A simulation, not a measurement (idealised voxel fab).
You're looking at the process module voxel wiring stack.
The cross-section on display is named cut; it measures 230 nm wide, and its cells are 5 nm squares.
Just so we're on the same page, the cross-sections are grids of square cells, and they're listed out in bands top to bottom, each band one or more rows deep.
Each band's line starts with the height of the band's top and of its bottom, in nm. Then come its materials from left to right, each with its width in nm. One material with "edge to edge" fills the band from edge to edge. "blank" is empty space.
The level at which height equals 0 is the one under which the wafer, as it arrives, is entirely one material. No lower edge exists for the bottom band, which continues downward and is notated as in "0 and below".
With a width like "30->40", each row of cells in the band differs from the next by the same amount, the top row carrying the first number and the bottom row the second.
You'll sometimes find "left unchanged" written for a step, and that's the way of saying that nowhere in the cross-section did a cell change during that step.
Closed-off voids of 8+ cells (no open route to the top) go in "Trapped void list", written width x height at distance from the left edge, in nm.
On a step's line, text after the settings is the simulator commenting on that step.
"overlay nm" on a masked step: distance the mask lay right of its planned place, negative for left.

Planned step list for the process
| 1 | RECEIVE: material Si |
| 2 | CONFORMAL_DEP: material SiO2, thk nm 10 |
| 3 | DIRECTIONAL_DEP: material TiN, thk nm 5 |
| 4 | DIRECTIONAL_DEP: material W, thk nm 20 |
| 5 | PATTERN: tone cover, mask id METAL_1, material resist, width nm 25, pitch nm 40, thk nm 20, overlay nm 0 |
| 6 | DIRECTIONAL_ETCH: etch materials W, depth nm 20 |
| 7 | DIRECTIONAL_ETCH: etch materials TiN, depth nm 5 |
| 8 | STRIP: etch materials resist |
| 9 | CONFORMAL_DEP: material SiN, thk nm 5 |
| 10 | FILL_DEP: material SiO2, thk nm 10 |
| 11 | CMP: height nm 35 |
| 12 | CONFORMAL_DEP: material SiCN, thk nm 5 |
| 13 | DIRECTIONAL_DEP: material lowk, thk nm 15 |
| 14 | MASKED_ETCH: tone open, mask id PLUG_1, width nm 15, pitch nm 80, etch materials lowk, depth nm 15, overlay nm 0 |
| 15 | MASKED_ETCH: tone open, mask id PLUG_1, width nm 15, pitch nm 80, etch materials SiCN, depth nm 5, overlay nm 0 |
| 16 | EPI: material Ru, thk nm 10 |
| 17 | EPI: material Ru, thk nm 10 |
| 18 | DIRECTIONAL_DEP: material TiN, thk nm 5 |
| 19 | DIRECTIONAL_DEP: material Ru, thk nm 15 |
| 20 | DIRECTIONAL_DEP: material aC, thk nm 10 |
| 21 | PATTERN: tone cover, mask id METAL_2, material resist, width nm 25, pitch nm 40, thk nm 30, overlay nm 0 |
| 22 | DIRECTIONAL_ETCH: etch materials aC, depth nm 10 |
| 23 | STRIP: etch materials resist |
| 24 | DIRECTIONAL_ETCH: etch materials Ru, depth nm 15 |
| 25 | DIRECTIONAL_ETCH: etch materials TiN, depth nm 5 |
| 26 | STRIP: etch materials aC |
| 27 | CONFORMAL_DEP: material SiCN, thk nm 5 |
| 28 | FILL_DEP: material lowk, thk nm 5 |
| 29 | CMP: height nm 75 |
| 30 | CONFORMAL_DEP: material SiCN, thk nm 5 |
| 31 | DIRECTIONAL_DEP: material SiO2, thk nm 35 |
| 32 | MASKED_ETCH: tone open, mask id METAL_3_HOLES, width nm 15, pitch nm 40, etch materials SiO2, depth nm 35, overlay nm 0 |
| 33 | DIRECTIONAL_DEP: material aC, thk nm 15 |
| 34 | PATTERN: tone open, mask id METAL_3, material resist, width nm 25, pitch nm 40, thk nm 30, overlay nm 0 |
| 35 | DIRECTIONAL_ETCH: etch materials aC, depth nm 15 |
| 36 | STRIP: etch materials resist |
| 37 | DIRECTIONAL_ETCH: etch materials SiO2, depth nm 20 |
| 38 | DIRECTIONAL_ETCH: etch materials SiCN, depth nm 5 |
| 39 | STRIP: etch materials aC |
| 40 | CONFORMAL_DEP: material TiN, thk nm 5 |
| 41 | FILL_DEP: material Cu, thk nm 10 |
| 42 | CMP: height nm 115 |
| 43 | CONFORMAL_DEP: material SiCN, thk nm 5 |
| 44 | DIRECTIONAL_DEP: material lowk, thk nm 25 |
| 45 | DIRECTIONAL_DEP: material aC, thk nm 15 |
| 46 | PATTERN: tone open, mask id METAL_4_HOLES, material resist, width nm 15, pitch nm 40, thk nm 35, overlay nm 0 |
| 47 | DIRECTIONAL_ETCH: etch materials aC, depth nm 15 |
| 48 | STRIP: etch materials resist |
| 49 | DIRECTIONAL_ETCH: etch materials lowk, depth nm 25 |
| 50 | STRIP: etch materials aC |
| 51 | MASKED_ETCH: tone open, mask id METAL_4, width nm 25, pitch nm 40, etch materials lowk, depth nm 15, overlay nm 0 |
| 52 | MASKED_ETCH: tone open, mask id METAL_4, width nm 25, pitch nm 40, etch materials SiCN, depth nm 5, overlay nm 0 |
| 53 | CONFORMAL_DEP: material TiN, thk nm 5 |
| 54 | FILL_DEP: material Ru, thk nm 10 |
| 55 | CMP: height nm 145 |
| 56 | CONFORMAL_DEP: material SiCN, thk nm 5 |

Here's what the wafer looked like in cross-section when it arrived - that's after step 1
0 and below | Si edge to edge
Trapped void list: none

End state of the module in cross-section, given the above starting point and plan and one mistake in execution
150 down to 145 | SiCN edge to edge
145 down to 135 | lowk 60 nm, then TiN 5 nm, then Ru 15 nm, then TiN 5 nm, then lowk 15 nm, then TiN 5 nm, then Ru 15 nm, then TiN 5 nm, then lowk 15 nm, then TiN 5 nm, then Ru 15 nm, then TiN 5 nm, then lowk 65 nm
135 down to 130 | lowk 60 nm, then TiN 5 nm, then Ru 5 nm, then TiN 15 nm, then lowk 15 nm, then TiN 5 nm, then Ru 5 nm, then TiN 15 nm, then lowk 15 nm, then TiN 5 nm, then Ru 5 nm, then TiN 15 nm, then lowk 65 nm
130 down to 120 | lowk 60 nm, then TiN 5 nm, then Ru 5 nm, then TiN 5 nm, then lowk 25 nm, then TiN 5 nm, then Ru 5 nm, then TiN 5 nm, then lowk 25 nm, then TiN 5 nm, then Ru 5 nm, then TiN 5 nm, then lowk 75 nm
120 down to 115 | SiCN 60 nm, then TiN 15 nm, then SiCN 25 nm, then TiN 15 nm, then SiCN 25 nm, then TiN 15 nm, then SiCN 75 nm
115 down to 100 | SiO2 60 nm, then TiN 5 nm, then Cu 5 nm, then TiN 5 nm, then SiO2 25 nm, then TiN 5 nm, then Cu 5 nm, then TiN 5 nm, then SiO2 25 nm, then TiN 5 nm, then Cu 5 nm, then TiN 5 nm, then SiO2 75 nm
100 down to 95 | SiO2 60 nm, then TiN 15 nm, then SiO2 25 nm, then TiN 15 nm, then SiO2 25 nm, then TiN 15 nm, then SiO2 75 nm
95 down to 80 | SiO2 edge to edge
80 down to 75 | SiCN edge to edge
75 down to 60 | lowk 55 nm, then SiCN 5 nm, then Ru 25 nm, then SiCN 5 nm, then lowk 5 nm, then SiCN 5 nm, then Ru 25 nm, then SiCN 5 nm, then lowk 5 nm, then SiCN 5 nm, then Ru 25 nm, then SiCN 5 nm, then lowk 60 nm
60 down to 55 | SiCN 60 nm, then TiN 25 nm, then SiCN 15 nm, then TiN 25 nm, then SiCN 15 nm, then TiN 25 nm, then SiCN 65 nm
55 down to 40 | lowk 60 nm, then Ru 15 nm, then lowk 65 nm, then Ru 15 nm, then lowk 75 nm
40 down to 35 | SiCN 60 nm, then Ru 15 nm, then SiCN 65 nm, then Ru 15 nm, then SiCN 75 nm
35 down to 15 | SiO2 55 nm, then SiN 5 nm, then W 25 nm, then SiN 5 nm, then SiO2 5 nm, then SiN 5 nm, then W 25 nm, then SiN 5 nm, then SiO2 5 nm, then SiN 5 nm, then W 25 nm, then SiN 5 nm, then SiO2 60 nm
15 down to 10 | SiN 60 nm, then TiN 25 nm, then SiN 15 nm, then TiN 25 nm, then SiN 15 nm, then TiN 25 nm, then SiN 65 nm
10 down to 0 | SiO2 edge to edge
0 and below | Si edge to edge
Trapped void list: none
Which mistake was made when the wafer was run? execution of plan step 31 occurred twice
